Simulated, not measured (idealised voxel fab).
Process module in this document: voxel wiring stack
Xsec cut, 195 nm wide, square cell size 5 nm.
Each cross-section below is a grid of square cells, stated as bands in top-down order, with one or more rows of cells making up each band.
Band: top height; bottom height; in nm. Then, left to right: material with width in nm, for each material. "full width": a single material spanning edge to edge. "air": empty space.
We count height from 0. Below that, the starting wafer is all one material. The lowest band never ends at the bottom but goes on down; see "0 nm and below" for how that is written.
A width such as "30..40" changes by the same amount from each row of cells to the next, from the band's top row to its bottom row.
Take "no modifications" at face value: in the step it is given for, the cross-section changed in none of its cells.
You'll see "Entrapped voids" listing empty spaces that have no way open to the top, as long as they're 8 cells or more; the notation is width x height at distance, where the distance is from the left edge, and all of it is in nm.
On a step's line, text after the settings is the simulator commenting on that step.
"overlay nm" denotes, for a step that has a mask, the displacement of the mask to the right of its planned place, with negative values corresponding to the left.

Steps in the process plan:
step 1: RECEIVE, material Si
step 2: CONFORMAL_DEP, material SiO2, thk nm 15
step 3: DIRECTIONAL_DEP, material TiN, thk nm 5
step 4: DIRECTIONAL_DEP, material Ru, thk nm 15
step 5: PATTERN, tone cover, mask id METAL_1, material resist, width nm 30, pitch nm 45, thk nm 20, overlay nm 0
step 6: DIRECTIONAL_ETCH, etch materials Ru, depth nm 15
step 7: DIRECTIONAL_ETCH, etch materials TiN, depth nm 5
step 8: STRIP, etch materials resist
step 9: CONFORMAL_DEP, material SiCN, thk nm 5
step 10: FILL_DEP, material SiO2, thk nm 5
step 11: CMP, height nm 35
step 12: CONFORMAL_DEP, material SiCN, thk nm 5
step 13: DIRECTIONAL_DEP, material SiO2, thk nm 20
step 14: PATTERN, tone open, mask id PLUG_1, material resist, width nm 15, pitch nm 90, thk nm 15, overlay nm 0
step 15: DIRECTIONAL_ETCH, etch materials SiO2, depth nm 20
step 16: DIRECTIONAL_ETCH, etch materials SiCN, depth nm 5
step 17: STRIP, etch materials resist
step 18: EPI, material Ru, thk nm 10
step 19: EPI, material Ru, thk nm 10
step 20: EPI, material Ru, thk nm 5
step 21: DIRECTIONAL_DEP, material TiN, thk nm 5
step 22: DIRECTIONAL_DEP, material Ru, thk nm 20
step 23: MASKED_ETCH, tone cover, mask id METAL_2, width nm 30, pitch nm 45, etch materials Ru, depth nm 20, overlay nm 0
step 24: MASKED_ETCH, tone cover, mask id METAL_2, width nm 30, pitch nm 45, etch materials TiN, depth nm 5, overlay nm 0
step 25: FILL_DEP, material SiO2, thk nm 10
step 26: CMP, height nm 85
step 27: CONFORMAL_DEP, material SiN, thk nm 5
Don't read the plan's thk nm for step 3 as applying to every wafer: that's the first wafer's value, and the wafers differ in it, though they all start identical.

First wafer of several, as received: cross-section after step 1:
  0 nm and below | Si full width
  Entrapped voids: none

The figure below presents a cross-section of the first of several wafers at the conclusion of the module, following its last step, step 27:
  90 nm to 85 nm | SiN full width
  85 nm to 65 nm | 15 nm SiO2; 30 nm Ru; 15 nm SiO2; 30 nm Ru; 15 nm SiO2; 30 nm Ru; 15 nm SiO2; 30 nm Ru; 15 nm SiO2
  65 nm to 60 nm | 15 nm SiO2; 30 nm TiN; 15 nm SiO2; 30 nm TiN; 15 nm SiO2; 30 nm TiN; 15 nm SiO2; 30 nm TiN; 15 nm SiO2
  60 nm to 40 nm | 15 nm SiO2; 15 nm Ru; 75 nm SiO2; 15 nm Ru; 75 nm SiO2
  40 nm to 35 nm | 15 nm SiCN; 15 nm Ru; 75 nm SiCN; 15 nm Ru; 75 nm SiCN
  35 nm to 20 nm | 10 nm SiO2; 5 nm SiCN; 30 nm Ru; 5 nm SiCN; 5 nm SiO2; 5 nm SiCN; 30 nm Ru; 5 nm SiCN; 5 nm SiO2; 5 nm SiCN; 30 nm Ru; 5 nm SiCN; 5 nm SiO2; 5 nm SiCN; 30 nm Ru; 5 nm SiCN; 10 nm SiO2
  20 nm to 15 nm | 15 nm SiCN; 30 nm TiN; 15 nm SiCN; 30 nm TiN; 15 nm SiCN; 30 nm TiN; 15 nm SiCN; 30 nm TiN; 15 nm SiCN
  15 nm to 0 nm | SiO2 full width
  0 nm and below | Si full width
  Entrapped voids: none

Final wafer of several, shown in cross-section at the end of the module:
  90 nm to 85 nm | SiN full width
  85 nm to 65 nm | 15 nm SiO2; 30 nm Ru; 15 nm SiO2; 30 nm Ru; 15 nm SiO2; 30 nm Ru; 15 nm SiO2; 30 nm Ru; 15 nm SiO2
  65 nm to 60 nm | 15 nm SiO2; 30 nm TiN; 15 nm SiO2; 30 nm TiN; 15 nm SiO2; 30 nm TiN; 15 nm SiO2; 30 nm TiN; 15 nm SiO2
  60 nm to 40 nm | 15 nm SiO2; 15 nm Ru; 75 nm SiO2; 15 nm Ru; 75 nm SiO2
  40 nm to 35 nm | 15 nm SiCN; 15 nm Ru; 75 nm SiCN; 15 nm Ru; 75 nm SiCN
  35 nm to 30 nm | 15 nm SiCN; 30 nm TiN; 15 nm SiCN; 30 nm TiN; 15 nm SiCN; 30 nm TiN; 15 nm SiCN; 30 nm TiN; 15 nm SiCN
  30 nm to 15 nm | TiN full width
  15 nm to 0 nm | SiO2 full width
  0 nm and below | Si full width
  Entrapped voids: none

Below: a row per wafer. Contents at end of module: for every material, cells gained since receipt (+) or lost since receipt (-); then closed voids:
thk nm 5; +198 Ru; +72 SiCN; +39 SiN; +345 SiO2; +48 TiN; Entrapped voids: none
thk nm 10; +174 Ru; +64 SiCN; +39 SiN; +338 SiO2; +87 TiN; Entrapped voids: none
thk nm 15; +150 Ru; +56 SiCN; +39 SiN; +331 SiO2; +126 TiN; Entrapped voids: none
thk nm 20; +126 Ru; +48 SiCN; +39 SiN; +324 SiO2; +165 TiN; Entrapped voids: none
